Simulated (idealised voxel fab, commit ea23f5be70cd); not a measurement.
voxel lift off: a process module
The width of the displayed cross-section, cut, is 300 nm; its cells are square, with a size of 5 nm.
A cross-section is written here as square cells arranged in a grid, and it is given in bands from the top down, each band taking up one or more rows of cells.
Band: top height; bottom height; in nm. Then, left to right: material with width in nm, for each material. "edge to edge": a single material spanning edge to edge. "air": empty space.
Basically, 0 is our baseline, since under it the wafer straight out of the box is all one material. The bottom band has no lower end and keeps on going down, so it looks like "top 0, no bottom".
The expression "30 to 40" gives the width at the extremes of the band, the first number at its top row of cells and the second at its bottom row, with the width changing by equal amounts from each row to the next in between.
"left unchanged" after a step means that no cell of the cross-section changed.
Each empty space that has no open way to the top and spans at least 8 cells appears under "Enclosed voids" as width x height at distance, the distance counted from the left edge, all in nm.
On each step's line, the part that comes after the settings is the simulator's own comment on the step.
The line of a step may include "overlay nm". On a step with a mask, this value is how far to the right of its planned place the mask lay. A negative value means the mask lay to the left.

-- Process steps foreseen in the plan
1: RECEIVE (material Si)
2: CONFORMAL_DEP (material SiN; thk nm 10)
3: PATTERN (tone open; mask id LINES; material resist; width nm 15; pitch nm 45; thk nm 15; overlay nm 0)
4: DIRECTIONAL_DEP (material Ru; thk nm 5)
5: STRIP (etch materials resist)
6: CONFORMAL_DEP (material SiCN; thk nm 5)
varied across the wafers: width nm of step 3. The plan shows the first wafer's value. All wafers start alike

-- Sectional view: first of several wafers, as received, after step 1
> top 0, no bottom | Si edge to edge
> Enclosed voids: none

-- Tabulated below, wafer by wafer, are the end-of-module results: for each material, the number of cells gained (+) or lost (-) relative to the as-received state, followed by the closed voids
width nm 15; +12 Ru; +68 SiCN; +120 SiN; Enclosed voids: none
width nm 20; +16 Ru; +68 SiCN; +120 SiN; Enclosed voids: none
width nm 25; +20 Ru; +68 SiCN; +120 SiN; Enclosed voids: none
width nm 30; +24 Ru; +68 SiCN; +120 SiN; Enclosed voids: none
